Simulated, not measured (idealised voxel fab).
process module | voxel double patterning
cross-section cut | 150 nm wide | cells 5 nm
A cross-section is a grid of square cells, given in bands from the top down. A band is one or more rows of cells.
Each band's line starts with the height of the band's top and of its bottom, in nm. Then come its materials from left to right, each with its width in nm. One material with "throughout" fills the band from edge to edge. "air" is empty space.
Height 0 is the level under which the wafer as received is all one material. The lowest band goes on downwards, as in "0 down".
A width such as "30 to 40" changes by the same amount from each row of cells to the next, from the band's top row to its bottom row.
"no change" after a step means that no cell of the cross-section changed.
closed voids: empty space of 8 cells or more with no open way to the top, each as width x height at its distance from the left edge, in nm
after a step's settings: what the simulator itself notes on the step
overlay nm, on a step with a mask: how far to the right of its planned place the mask lay; to the left if negative
plan
1 op RECEIVE | material Si
2 op CONFORMAL_DEP | material SiN | thk nm 5
3 op DIRECTIONAL_DEP | material SiO2 | thk nm 15
4 op DIRECTIONAL_DEP | material SiCN | thk nm 10
5 op PATTERN | tone open | mask id FIRST | material resist | width nm 15 | pitch nm 50 | thk nm 20 | overlay nm 0
6 op DIRECTIONAL_ETCH | etch materials SiCN | depth nm 10
7 op STRIP | etch materials resist
8 op MASKED_ETCH | tone open | mask id SECOND | width nm 15 | etch materials SiCN | depth nm 10 | overlay nm 0
9 op DIRECTIONAL_ETCH | etch materials SiO2 | depth nm 15
10 op STRIP | etch materials SiCN
first wafer, as planned
as received, after step 1
  0 down: Si throughout
  closed voids: none
after step 2
  5 to 0: SiN throughout
  below 0: unchanged
after step 3
  20 to 5: SiO2 throughout
  below 5: unchanged
after step 4
  30 to 20: SiCN throughout
  below 20: unchanged
after step 5
  50 to 30: resist 40 | air 15 | resist 35 | air 15 | resist 45
  below 30: unchanged
after step 6
  50 to 30: resist 40 | air 15 | resist 35 | air 15 | resist 45
  30 to 20: SiCN 40 | air 15 | SiCN 35 | air 15 | SiCN 45
  below 20: unchanged
after step 7
  30 to 20: SiCN 40 | air 15 | SiCN 35 | air 15 | SiCN 45
  below 20: unchanged
after step 8
  30 to 20: SiCN 40 | air 15 | SiCN 10 | air 15 | SiCN 10 | air 15 | SiCN 45
  below 20: unchanged
after step 9
  30 to 20: SiCN 40 | air 15 | SiCN 10 | air 15 | SiCN 10 | air 15 | SiCN 45
  20 to 5: SiO2 40 | air 15 | SiO2 10 | air 15 | SiO2 10 | air 15 | SiO2 45
  below 5: unchanged
after step 10
  20 to 5: SiO2 40 | air 15 | SiO2 10 | air 15 | SiO2 10 | air 15 | SiO2 45
  below 5: unchanged
second wafer: like start, like plan, one mistake. Through step 1 it matches the first wafer
when step 2 should have ended
  5 to 0: SiO2 throughout
  below 0: unchanged
when step 3 should have ended
  20 to 0: SiO2 throughout
  below 0: unchanged
when step 4 should have ended
  30 to 20: SiCN throughout
  below 20: unchanged
when step 5 should have ended
  50 to 30: resist 40 | air 15 | resist 35 | air 15 | resist 45
  below 30: unchanged
when step 6 should have ended
  50 to 30: resist 40 | air 15 | resist 35 | air 15 | resist 45
  30 to 20: SiCN 40 | air 15 | SiCN 35 | air 15 | SiCN 45
  below 20: unchanged
when step 7 should have ended
  30 to 20: SiCN 40 | air 15 | SiCN 35 | air 15 | SiCN 45
  below 20: unchanged
when step 8 should have ended
  30 to 20: SiCN 40 | air 15 | SiCN 10 | air 15 | SiCN 10 | air 15 | SiCN 45
  below 20: unchanged
when step 9 should have ended
  30 to 20: SiCN 40 | air 15 | SiCN 10 | air 15 | SiCN 10 | air 15 | SiCN 45
  20 to 5: SiO2 40 | air 15 | SiO2 10 | air 15 | SiO2 10 | air 15 | SiO2 45
  below 5: unchanged
when step 10 should have ended
  20 to 5: SiO2 40 | air 15 | SiO2 10 | air 15 | SiO2 10 | air 15 | SiO2 45
  below 5: unchanged
what went wrong: step 2 ran as: op CONFORMAL_DEP | material SiO2 | thk nm 5
at the end the second wafer has, in cells: 30 fewer of SiN | 30 more of SiO2
